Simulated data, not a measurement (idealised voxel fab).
A process module follows: voxel lift off.
Xsec cut, 230 nm wide, square cell size 5 nm.
Notation: cross-section as square-cell grid; stated in bands, top first, going down; one or more cell rows per band.
Heads up on the band format: heights come first, top then bottom, in nm. After that it's the materials left to right, each with its width in nm. A single material flagged "everywhere" fills the whole band edge to edge, and "blank" means there's empty space there.
A quick word on heights: they are counted from 0, and under that level the wafer as it came to us is one material throughout. The lowest band is different from the rest in having no bottom; it simply continues downward, written as in "top 0, no bottom".
Read "30->40" as a graded width: first number on top, second number at the bottom, same change between each pair of neighbouring rows.
For the purposes of this document, the phrase "no modifications" attached to a step denotes that no cell within the cross-section was modified by that step.
Voids not open to the top, 8 cells minimum: see "Closed voids list". Written width x height at distance; distance is from the left edge; nm.
That trailing text on a step's line, after the settings, is the simulator's own remark on the step.
overlay nm: for a step with a mask, the amount by which the mask lay right of where it was planned; a negative amount means left of it.
This section lists the process steps that were planned:
1: RECEIVE (material Si)
2: CONFORMAL_DEP (material SiO2; thk nm 10)
3: PATTERN (tone open; mask id LINES; material resist; width nm 20; pitch nm 35; thk nm 20; overlay nm 0)
4: DIRECTIONAL_DEP (material Ru; thk nm 5)
5: STRIP (etch materials resist)
6: CONFORMAL_DEP (material SiO2; thk nm 5)
Shown in cross-section is the wafer as received, that is, as it stands after step 1:
  top 0, no bottom | Si everywhere
  Closed voids list: none
Cross-sectional view of the first of the two wafers upon completion of the module, processed in accordance with the plan:
  top 20, bottom 15 | blank 45 nm, then SiO2 30 nm, then blank 5 nm, then SiO2 30 nm, then blank 5 nm, then SiO2 30 nm, then blank 5 nm, then SiO2 30 nm, then blank 50 nm
  top 15, bottom 10 | SiO2 50 nm, then Ru 20 nm, then SiO2 15 nm, then Ru 20 nm, then SiO2 15 nm, then Ru 20 nm, then SiO2 15 nm, then Ru 20 nm, then SiO2 55 nm
  top 10, bottom 0 | SiO2 everywhere
  top 0, no bottom | Si everywhere
  Closed voids list: none
The second wafer, shown in cross-section after the module: started the same way as the first and given the same plan, yet one mistake crept into how it was run:
  top 15, bottom 10 | blank 45 nm, then SiO2 30 nm, then blank 5 nm, then SiO2 30 nm, then blank 5 nm, then SiO2 30 nm, then blank 5 nm, then SiO2 30 nm, then blank 50 nm
  top 10, bottom 5 | SiO2 50 nm, then Ru 20 nm, then SiO2 15 nm, then Ru 20 nm, then SiO2 15 nm, then Ru 20 nm, then SiO2 15 nm, then Ru 20 nm, then SiO2 55 nm
  top 5, bottom 0 | SiO2 everywhere
  top 0, no bottom | Si everywhere
  Closed voids list: none
Error vs. plan: off-plan run, step 2, actual operation and settings CONFORMAL_DEP (material SiO2; thk nm 5)
End check, counted in cells, second wafer has more or fewer of these materials than the first: 46 fewer of SiO2
